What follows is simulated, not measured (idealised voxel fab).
voxel quadruple lines: a process module
In the cross-section labelled cut, the width is 245 nm and each square cell is 5 nm.
Just so we're on the same page, the cross-sections are grids of square cells, and they're listed out in bands top to bottom, each band one or more rows deep.
What a band's entry tells you: where the top is and where the bottom is, as heights in nm, and after that what lies inside, material by material from left to right, each with its width in nm. Empty space is written as the word "air", and a single material marked with the word "all across" occupies the band from edge to edge.
All heights in this document are referenced to 0, defined as the level beneath which the wafer, as received, consists entirely of one material. The lowest band is not bounded below; it extends indefinitely downward and is written in the form "0..down".
So if you see something like "30 to 40" for the width, read it as the top row of the band sitting at the first number and the bottom row at the second, with every row in between moving by the same amount as the last.
Where a step carries "nothing different", the cross-section came out of it unchanged, cell for cell.
The list in "Enclosed void entries" covers empty spaces of 8 cells or more that cannot reach the top through any open way, and it gives each as width x height at distance; the distance is from the left edge, and width, height and distance are in nm.
That trailing text on a step's line, after the settings, is the simulator's own remark on the step.
overlay nm: where the mask lay relative to plan, measured to the right, on steps with a mask; negatives go left.
The steps planned for the process are as follows
step 1: RECEIVE | material Si
step 2: CONFORMAL_DEP | material Al2O3 | thk nm 5
step 3: DIRECTIONAL_DEP | material W | thk nm 10
step 4: DIRECTIONAL_DEP | material polySi | thk nm 20
step 5: DIRECTIONAL_DEP | material aC | thk nm 20
step 6: PATTERN | tone cover | mask id MANDREL | material resist | width nm 35 | pitch nm 100 | thk nm 25 | overlay nm 0
step 7: DIRECTIONAL_ETCH | etch materials aC | depth nm 20
step 8: STRIP | etch materials resist
step 9: CONFORMAL_DEP | material SiO2 | thk nm 15
step 10: DIRECTIONAL_ETCH | etch materials SiO2 | depth nm 15
step 11: STRIP | etch materials aC
step 12: DIRECTIONAL_ETCH | etch materials polySi | depth nm 20
step 13: STRIP | etch materials SiO2
step 14: CONFORMAL_DEP | material SiN | thk nm 10
step 15: DIRECTIONAL_ETCH | etch materials SiN | depth nm 10
step 16: STRIP | etch materials polySi
step 17: DIRECTIONAL_ETCH | etch materials W | depth nm 10
step 18: STRIP | etch materials SiN
Wafer as received: cross-section following step 1
- 0..down | Si all across
- Enclosed void entries: none
Final cross-section, module run with one mistake (start and plan as above)
- 15..5 | air: 30 / W: 35 / air: 15 / W: 35 / air: 15 / W: 35 / air: 15 / W: 35 / air: 30
- 5..0 | Al2O3 all across
- 0..down | Si all across
- Enclosed void entries: none
Where did the run depart from the plan? sequence error: steps 16 and 17 interchanged
